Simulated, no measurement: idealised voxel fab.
process module | voxel double patterning
cross-section cut | 200 nm wide | cells 5 nm
A cross-section is a grid of square cells, given in bands from the top down. A band is one or more rows of cells.
Each band's line starts with the height of the band's top and of its bottom, in nm. Then come its materials from left to right, each with its width in nm. One material with "throughout" fills the band from edge to edge. "air" is empty space.
Height 0 is the level under which the wafer as received is all one material. The lowest band goes on downwards, as in "0 down".
A width such as "30 to 40" changes by the same amount from each row of cells to the next, from the band's top row to its bottom row.
"no change" after a step means that no cell of the cross-section changed.
closed voids: empty space of 8 cells or more with no open way to the top, each as width x height at its distance from the left edge, in nm
after a step's settings: what the simulator itself notes on the step
overlay nm, on a step with a mask: how far to the right of its planned place the mask lay; to the left if negative
plan
1 op RECEIVE | material Si
2 op CONFORMAL_DEP | material SiO2 | thk nm 10
3 op DIRECTIONAL_DEP | material polySi | thk nm 20
4 op DIRECTIONAL_DEP | material SiN | thk nm 5
5 op MASKED_ETCH | tone open | mask id FIRST | width nm 15 | pitch nm 50 | etch materials SiN | depth nm 5 | overlay nm 0
6 op PATTERN | tone open | mask id SECOND | material resist | width nm 15 | pitch nm 50 | thk nm 15 | overlay nm 0
7 op DIRECTIONAL_ETCH | etch materials SiN | depth nm 5
8 op STRIP | etch materials resist
9 op DIRECTIONAL_ETCH | etch materials polySi | depth nm 20
10 op STRIP | etch materials SiN
varied across the wafers: width nm of step 5. The plan shows the first wafer's value. All wafers start alike
first wafer as received, after step 1
  0 down: Si throughout
  closed voids: none
first wafer at the end, after step 10
  30 to 10: polySi 40 | air 15 | polySi 10 | air 15 | polySi 10 | air 15 | polySi 10 | air 15 | polySi 10 | air 15 | polySi 45
  10 to 0: SiO2 throughout
  0 down: Si throughout
  closed voids: none
last wafer at the end
  30 to 10: polySi 35 | air 45 | polySi 5 | air 45 | polySi 5 | air 30 | polySi 35
  10 to 0: SiO2 throughout
  0 down: Si throughout
  closed voids: none
each wafer at the end: cells of each material gained (+) or lost (-) since it was received, then its closed voids
width nm 15 | +80 SiO2 | +100 polySi | closed voids: none
width nm 20 | +80 SiO2 | +88 polySi | closed voids: none
width nm 25 | +80 SiO2 | +76 polySi | closed voids: none
width nm 30 | +80 SiO2 | +64 polySi | closed voids: none
